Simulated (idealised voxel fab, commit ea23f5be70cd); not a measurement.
The process module presented herein is designated voxel fin reveal.
Square cell edge 5 nm, section width 275 nm, ID cut.
When this document writes out a cross-section, it uses a grid of square cells and lists it as bands, beginning at the top and moving down, with a band standing for one or more rows of cells.
Quick guide to a band line: top height, bottom height (nm) up front; then every material left to right with its width in nm. Only one material and it's marked "full width"? Then it fills the band edge to edge. And "empty" just means empty space.
Height reference: 0 = level under which incoming wafer is all one material. Lowest band: no bottom, runs on downward, e.g. "0 and below".
The width entry "30..40" should be interpreted row by row: the top row of cells in the band takes the first number, the bottom row takes the second number, and the change between adjacent rows is uniform throughout.
Take "nothing got changed" at face value: in the step it is given for, the cross-section changed in none of its cells.
The list in "Voids, fully enclosed" covers empty spaces of 8 cells or more that cannot reach the top through any open way, and it gives each as width x height at distance; the distance is from the left edge, and width, height and distance are in nm.
Anything after a step's settings on that line? It's the simulator's own note about the step.
The line of a step may include "overlay nm". On a step with a mask, this value is how far to the right of its planned place the mask lay. A negative value means the mask lay to the left.

These are the steps we planned for the process:
1: RECEIVE with material Si
2: CONFORMAL_DEP with material SiN, thk nm 5
3: PATTERN with tone cover, mask id FINS, material resist, width nm 15, pitch nm 35, thk nm 20, overlay nm 0
4: DIRECTIONAL_ETCH with etch materials SiN, depth nm 5
5: DIRECTIONAL_ETCH with etch materials Si, depth nm 40
6: STRIP with etch materials resist
7: OXIDIZE with depth nm 5
8: FILL_DEP with material SiO2, thk nm 15
9: CMP with height nm 5
10: SELECTIVE_ETCH with etch materials SiO2, depth nm 35
11: STRIP with etch materials SiN

As received (post step 1): cross-section:
* 0 and below: Si full width
* Voids, fully enclosed: none

First wafer at the end, as planned:
* 0 down to -30: 115 empty  5 Si  30 empty  5 Si  120 empty
* -30 down to -45: 115 SiO2  5 Si  30 SiO2  5 Si  120 SiO2
* -45 and below: Si full width
* Voids, fully enclosed: none

Presented here is a cross-section of the second of the two wafers as it stood at the end of the module. It was started in the same manner and assigned the same plan as the first wafer; however, one mistake was made in its execution:
* 0 down to -30: 110 empty  5 Si  30 empty  5 Si  125 empty
* -30 down to -45: 110 SiO2  5 Si  30 SiO2  5 Si  125 SiO2
* -45 and below: Si full width
* Voids, fully enclosed: none
what went wrong: in deviation from the planned setting, step 3 was conducted as PATTERN with tone cover, mask id FINS, material resist, width nm 15, pitch nm 35, thk nm 20, overlay nm -5
The two final wafers agree on how many cells each material fills and disagree on which cells those are.
